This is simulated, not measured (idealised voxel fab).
process module | voxel released beams
cross-section cut | 140 nm wide | cells 5 nm
A cross-section is a grid of square cells, given in bands from the top down. A band is one or more rows of cells.
Each band's line starts with the height of the band's top and of its bottom, in nm. Then come its materials from left to right, each with its width in nm. One material with "throughout" fills the band from edge to edge. "air" is empty space.
Height 0 is the level under which the wafer as received is all one material. The lowest band goes on downwards, as in "0 down".
A width such as "30 to 40" changes by the same amount from each row of cells to the next, from the band's top row to its bottom row.
"no change" after a step means that no cell of the cross-section changed.
closed voids: empty space of 8 cells or more with no open way to the top, each as width x height at its distance from the left edge, in nm
after a step's settings: what the simulator itself notes on the step
overlay nm, on a step with a mask: how far to the right of its planned place the mask lay; to the left if negative
plan
1 op RECEIVE | material Si
2 op CONFORMAL_DEP | material Al2O3 | thk nm 5
3 op DIRECTIONAL_DEP | material SiO2 | thk nm 10
4 op MASKED_ETCH | tone open | mask id ANCHOR | width nm 30 | etch materials SiO2 | depth nm 10 | overlay nm 0
5 op CONFORMAL_DEP | material W | thk nm 10
6 op MASKED_ETCH | tone cover | mask id BEAM | width nm 80 | etch materials W | depth nm 10 | overlay nm 0
7 op STRIP | etch materials SiO2
first wafer, as planned
as received, after step 1
  0 down: Si throughout
  closed voids: none
after step 2
  5 to 0: Al2O3 throughout
  below 0: unchanged
after step 3
  15 to 5: SiO2 throughout
  below 5: unchanged
after step 4
  15 to 5: SiO2 30 | air 30 | SiO2 80
  below 5: unchanged
after step 5
  25 to 15: W 40 | air 10 | W 90
  15 to 5: SiO2 30 | W 30 | SiO2 80
  below 5: unchanged
after step 6
  25 to 15: air 25 | W 15 | air 10 | W 55 | air 35
  below 15: unchanged
after step 7
  25 to 15: air 25 | W 15 | air 10 | W 55 | air 35
  15 to 5: air 30 | W 30 | air 80
  below 5: unchanged
second wafer: like start, like plan, one mistake. Through step 3 it matches the first wafer
when step 4 should have ended
  15 to 5: SiO2 35 | air 20 | SiO2 85
  below 5: unchanged
when step 5 should have ended
  25 to 15: W throughout
  15 to 5: SiO2 35 | W 20 | SiO2 85
  below 5: unchanged
when step 6 should have ended
  25 to 15: air 25 | W 80 | air 35
  below 15: unchanged
when step 7 should have ended
  25 to 15: air 25 | W 80 | air 35
  15 to 5: air 35 | W 20 | air 85
  below 5: unchanged
what went wrong: step 4 ran as: op MASKED_ETCH | tone open | mask id ANCHOR | width nm 20 | etch materials SiO2 | depth nm 10 | overlay nm 0
at the end the second wafer has, in cells: as many of each material as the first, in other places
